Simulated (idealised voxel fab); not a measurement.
The document below concerns the process module designated voxel self aligned vias.
Each square cell in cross-section cut measures 5 nm, and the section as a whole is 205 nm wide.
Cross-section format: a grid of square cells, given as bands from top to bottom; each band is one or more rows of cells. Basically the band line says how high the top is and how high the bottom is, in nm, and then what's in it from left to right, every material with its width in nm. Empty space shows up as "empty", and if a single material carries "full width" it runs the full band edge to edge. Measure heights from 0. That's the level where, below it, the as-received wafer is all one material. The lowest band is bottomless and extends downward; write it as in "0 -> down". Note: "30..40" means the width goes from the first number (top row of the band) to the second number (bottom row) in equal steps per row of cells. "no modifications" (step): cross-section cells unchanged, all of them. "Enclosed void catalog" contains a list of empty spaces, each no smaller than 8 cells and without an open way to the top, written in the form width x height at distance with the distance from the left edge and all three in nm. Step line, after settings: the simulator's comment on this step. You can add "overlay nm" to a step's line. For a step with a mask, it describes how far the mask lay to the right of its planned position, and a negative number describes a lay to the left.

The planned process steps are enumerated hereunder:
1: RECEIVE | material Si
2: CONFORMAL_DEP | material SiO2 | thk nm 15
3: CONFORMAL_DEP | material SiCN | thk nm 5
4: DIRECTIONAL_DEP | material SiO2 | thk nm 20
5: PATTERN | tone open | mask id LINES | material resist | width nm 25 | pitch nm 60 | thk nm 20 | overlay nm 0
6: DIRECTIONAL_ETCH | etch materials SiO2 | depth nm 20
7: STRIP | etch materials resist
8: CONFORMAL_DEP | material TiN | thk nm 5
9: FILL_DEP | material Ru | thk nm 5
10: CMP | height nm 40
11: SELECTIVE_ETCH | etch materials W Ru TiN | depth nm 5
12: FILL_DEP | material SiN | thk nm 5
13: CMP | height nm 40
14: DIRECTIONAL_DEP | material SiO2 | thk nm 15
15: MASKED_ETCH | tone open | mask id VIAS | width nm 45 | pitch nm 60 | etch materials SiO2 | depth nm 15 | overlay nm 0
16: MASKED_ETCH | tone open | mask id VIAS | width nm 45 | pitch nm 60 | etch materials SiN | depth nm 5 | overlay nm 0
17: CONFORMAL_DEP | material TiN | thk nm 5
18: FILL_DEP | material W | thk nm 5
19: CMP | height nm 55
20: CONFORMAL_DEP | material SiN | thk nm 5

What follows covers the first of two wafers; it ran as planned:

Cross-section of the wafer upon arrival, representing the state reached after step 1:
> 0 -> down | Si full width
> Enclosed void catalog: none

The wafer, seen in cross-section, after step 2:
> 15 -> 0 | SiO2 full width
> Whatever lies below 0 is exactly as it was before.

The wafer, seen in cross-section, after step 3:
> 20 -> 15 | SiCN full width
> Whatever lies below 15 is exactly as it was before.

The wafer, seen in cross-section, after step 4:
> 40 -> 20 | SiO2 full width
> Whatever lies below 20 is exactly as it was before.

The wafer, seen in cross-section, after step 5:
> 60 -> 40 | 30 nm resist, then 25 nm empty, then 35 nm resist, then 25 nm empty, then 35 nm resist, then 25 nm empty, then 30 nm resist
> Whatever lies below 40 is exactly as it was before.

The wafer, seen in cross-section, after step 6:
> 60 -> 40 | 30 nm resist, then 25 nm empty, then 35 nm resist, then 25 nm empty, then 35 nm resist, then 25 nm empty, then 30 nm resist
> 40 -> 20 | 30 nm SiO2, then 25 nm empty, then 35 nm SiO2, then 25 nm empty, then 35 nm SiO2, then 25 nm empty, then 30 nm SiO2
> Whatever lies below 20 is exactly as it was before.

The wafer, seen in cross-section, after step 7:
> 40 -> 20 | 30 nm SiO2, then 25 nm empty, then 35 nm SiO2, then 25 nm empty, then 35 nm SiO2, then 25 nm empty, then 30 nm SiO2
> Whatever lies below 20 is exactly as it was before.

The wafer, seen in cross-section, after step 8:
> 45 -> 40 | 35 nm TiN, then 15 nm empty, then 45 nm TiN, then 15 nm empty, then 45 nm TiN, then 15 nm empty, then 35 nm TiN
> 40 -> 25 | 30 nm SiO2, then 5 nm TiN, then 15 nm empty, then 5 nm TiN, then 35 nm SiO2, then 5 nm TiN, then 15 nm empty, then 5 nm TiN, then 35 nm SiO2, then 5 nm TiN, then 15 nm empty, then 5 nm TiN, then 30 nm SiO2
> 25 -> 20 | 30 nm SiO2, then 25 nm TiN, then 35 nm SiO2, then 25 nm TiN, then 35 nm SiO2, then 25 nm TiN, then 30 nm SiO2
> Whatever lies below 20 is exactly as it was before.

The wafer, seen in cross-section, after step 9:
> 50 -> 45 | Ru full width
> 45 -> 40 | 35 nm TiN, then 15 nm Ru, then 45 nm TiN, then 15 nm Ru, then 45 nm TiN, then 15 nm Ru, then 35 nm TiN
> 40 -> 25 | 30 nm SiO2, then 5 nm TiN, then 15 nm Ru, then 5 nm TiN, then 35 nm SiO2, then 5 nm TiN, then 15 nm Ru, then 5 nm TiN, then 35 nm SiO2, then 5 nm TiN, then 15 nm Ru, then 5 nm TiN, then 30 nm SiO2
> Whatever lies below 25 is exactly as it was before.

The wafer, seen in cross-section, after step 10:
> 40 -> 25 | 30 nm SiO2, then 5 nm TiN, then 15 nm Ru, then 5 nm TiN, then 35 nm SiO2, then 5 nm TiN, then 15 nm Ru, then 5 nm TiN, then 35 nm SiO2, then 5 nm TiN, then 15 nm Ru, then 5 nm TiN, then 30 nm SiO2
> Whatever lies below 25 is exactly as it was before.

The wafer, seen in cross-section, after step 11:
> 40 -> 35 | 30 nm SiO2, then 25 nm empty, then 35 nm SiO2, then 25 nm empty, then 35 nm SiO2, then 25 nm empty, then 30 nm SiO2
> Whatever lies below 35 is exactly as it was before.

The wafer, seen in cross-section, after step 12:
> 45 -> 40 | SiN full width
> 40 -> 35 | 30 nm SiO2, then 25 nm SiN, then 35 nm SiO2, then 25 nm SiN, then 35 nm SiO2, then 25 nm SiN, then 30 nm SiO2
> Whatever lies below 35 is exactly as it was before.

The wafer, seen in cross-section, after step 13:
> 40 -> 35 | 30 nm SiO2, then 25 nm SiN, then 35 nm SiO2, then 25 nm SiN, then 35 nm SiO2, then 25 nm SiN, then 30 nm SiO2
> Whatever lies below 35 is exactly as it was before.

The wafer, seen in cross-section, after step 14:
> 55 -> 40 | SiO2 full width
> Whatever lies below 40 is exactly as it was before.

The wafer, seen in cross-section, after step 15:
> 55 -> 40 | 20 nm SiO2, then 45 nm empty, then 15 nm SiO2, then 45 nm empty, then 15 nm SiO2, then 45 nm empty, then 20 nm SiO2
> Whatever lies below 40 is exactly as it was before.

The wafer, seen in cross-section, after step 16:
> 55 -> 40 | 20 nm SiO2, then 45 nm empty, then 15 nm SiO2, then 45 nm empty, then 15 nm SiO2, then 45 nm empty, then 20 nm SiO2
> 40 -> 35 | 30 nm SiO2, then 25 nm empty, then 35 nm SiO2, then 25 nm empty, then 35 nm SiO2, then 25 nm empty, then 30 nm SiO2
> Whatever lies below 35 is exactly as it was before.

The wafer, seen in cross-section, after step 17:
> 60 -> 55 | 25 nm TiN, then 35 nm empty, then 25 nm TiN, then 35 nm empty, then 25 nm TiN, then 35 nm empty, then 25 nm TiN
> 55 -> 45 | 20 nm SiO2, then 5 nm TiN, then 35 nm empty, then 5 nm TiN, then 15 nm SiO2, then 5 nm TiN, then 35 nm empty, then 5 nm TiN, then 15 nm SiO2, then 5 nm TiN, then 35 nm empty, then 5 nm TiN, then 20 nm SiO2
> 45 -> 40 | 20 nm SiO2, then 15 nm TiN, then 15 nm empty, then 15 nm TiN, then 15 nm SiO2, then 15 nm TiN, then 15 nm empty, then 15 nm TiN, then 15 nm SiO2, then 15 nm TiN, then 15 nm empty, then 15 nm TiN, then 20 nm SiO2
> 40 -> 35 | 30 nm SiO2, then 25 nm TiN, then 35 nm SiO2, then 25 nm TiN, then 35 nm SiO2, then 25 nm TiN, then 30 nm SiO2
> Whatever lies below 35 is exactly as it was before.

The wafer, seen in cross-section, after step 18:
> 65 -> 60 | W full width
> 60 -> 55 | 25 nm TiN, then 35 nm W, then 25 nm TiN, then 35 nm W, then 25 nm TiN, then 35 nm W, then 25 nm TiN
> 55 -> 45 | 20 nm SiO2, then 5 nm TiN, then 35 nm W, then 5 nm TiN, then 15 nm SiO2, then 5 nm TiN, then 35 nm W, then 5 nm TiN, then 15 nm SiO2, then 5 nm TiN, then 35 nm W, then 5 nm TiN, then 20 nm SiO2
> 45 -> 40 | 20 nm SiO2, then 15 nm TiN, then 15 nm W, then 15 nm TiN, then 15 nm SiO2, then 15 nm TiN, then 15 nm W, then 15 nm TiN, then 15 nm SiO2, then 15 nm TiN, then 15 nm W, then 15 nm TiN, then 20 nm SiO2
> Whatever lies below 40 is exactly as it was before.

The wafer, seen in cross-section, after step 19:
> 55 -> 45 | 20 nm SiO2, then 5 nm TiN, then 35 nm W, then 5 nm TiN, then 15 nm SiO2, then 5 nm TiN, then 35 nm W, then 5 nm TiN, then 15 nm SiO2, then 5 nm TiN, then 35 nm W, then 5 nm TiN, then 20 nm SiO2
> Whatever lies below 45 is exactly as it was before.

The wafer, seen in cross-section, after step 20:
> 60 -> 55 | SiN full width
> Whatever lies below 55 is exactly as it was before.

The second wafer was prepared from the same starting point and under the same plan as the first; its processing contained one mistake, and it remains indistinguishable from the first wafer up to and including step 14:

X-section, second wafer, when step 15 was due to finish:
> 55 -> 40 | 20 nm SiO2, then 45 nm empty, then 15 nm SiO2, then 45 nm empty, then 15 nm SiO2, then 45 nm empty, then 20 nm SiO2
> 40 -> 35 | 20 nm SiO2, then 10 nm empty, then 25 nm SiN, then 10 nm empty, then 15 nm SiO2, then 10 nm empty, then 25 nm SiN, then 10 nm empty, then 15 nm SiO2, then 10 nm empty, then 25 nm SiN, then 10 nm empty, then 20 nm SiO2
> 35 -> 25 | 20 nm SiO2, then 10 nm empty, then 5 nm TiN, then 15 nm Ru, then 5 nm TiN, then 10 nm empty, then 15 nm SiO2, then 10 nm empty, then 5 nm TiN, then 15 nm Ru, then 5 nm TiN, then 10 nm empty, then 15 nm SiO2, then 10 nm empty, then 5 nm TiN, then 15 nm Ru, then 5 nm TiN, then 10 nm empty, then 20 nm SiO2
> Whatever lies below 25 is exactly as it was before.

X-section, second wafer, when step 16 was due to finish:
> 55 -> 35 | 20 nm SiO2, then 45 nm empty, then 15 nm SiO2, then 45 nm empty, then 15 nm SiO2, then 45 nm empty, then 20 nm SiO2
> Whatever lies below 35 is exactly as it was before.

X-section, second wafer, when step 17 was due to finish:
> 60 -> 55 | 25 nm TiN, then 35 nm empty, then 25 nm TiN, then 35 nm empty, then 25 nm TiN, then 35 nm empty, then 25 nm TiN
> 55 -> 40 | 20 nm SiO2, then 5 nm TiN, then 35 nm empty, then 5 nm TiN, then 15 nm SiO2, then 5 nm TiN, then 35 nm empty, then 5 nm TiN, then 15 nm SiO2, then 5 nm TiN, then 35 nm empty, then 5 nm TiN, then 20 nm SiO2
> 40 -> 35 | 20 nm SiO2, then 45 nm TiN, then 15 nm SiO2, then 45 nm TiN, then 15 nm SiO2, then 45 nm TiN, then 20 nm SiO2
> 35 -> 25 | 20 nm SiO2, then 15 nm TiN, then 15 nm Ru, then 15 nm TiN, then 15 nm SiO2, then 15 nm TiN, then 15 nm Ru, then 15 nm TiN, then 15 nm SiO2, then 15 nm TiN, then 15 nm Ru, then 15 nm TiN, then 20 nm SiO2
> Whatever lies below 25 is exactly as it was before.

X-section, second wafer, when step 18 was due to finish:
> 65 -> 60 | W full width
> 60 -> 55 | 25 nm TiN, then 35 nm W, then 25 nm TiN, then 35 nm W, then 25 nm TiN, then 35 nm W, then 25 nm TiN
> 55 -> 40 | 20 nm SiO2, then 5 nm TiN, then 35 nm W, then 5 nm TiN, then 15 nm SiO2, then 5 nm TiN, then 35 nm W, then 5 nm TiN, then 15 nm SiO2, then 5 nm TiN, then 35 nm W, then 5 nm TiN, then 20 nm SiO2
> Whatever lies below 40 is exactly as it was before.

X-section, second wafer, when step 19 was due to finish:
> 55 -> 40 | 20 nm SiO2, then 5 nm TiN, then 35 nm W, then 5 nm TiN, then 15 nm SiO2, then 5 nm TiN, then 35 nm W, then 5 nm TiN, then 15 nm SiO2, then 5 nm TiN, then 35 nm W, then 5 nm TiN, then 20 nm SiO2
> Whatever lies below 40 is exactly as it was before.

X-section, second wafer, when step 20 was due to finish:
> 60 -> 55 | SiN full width
> Whatever lies below 55 is exactly as it was before.
Here's what went sideways: plan step 15 was conducted twice
Bottom line after processing is that, in cells, the second wafer is up or down on some materials versus the first: SiO2 -36, TiN +24, W +12
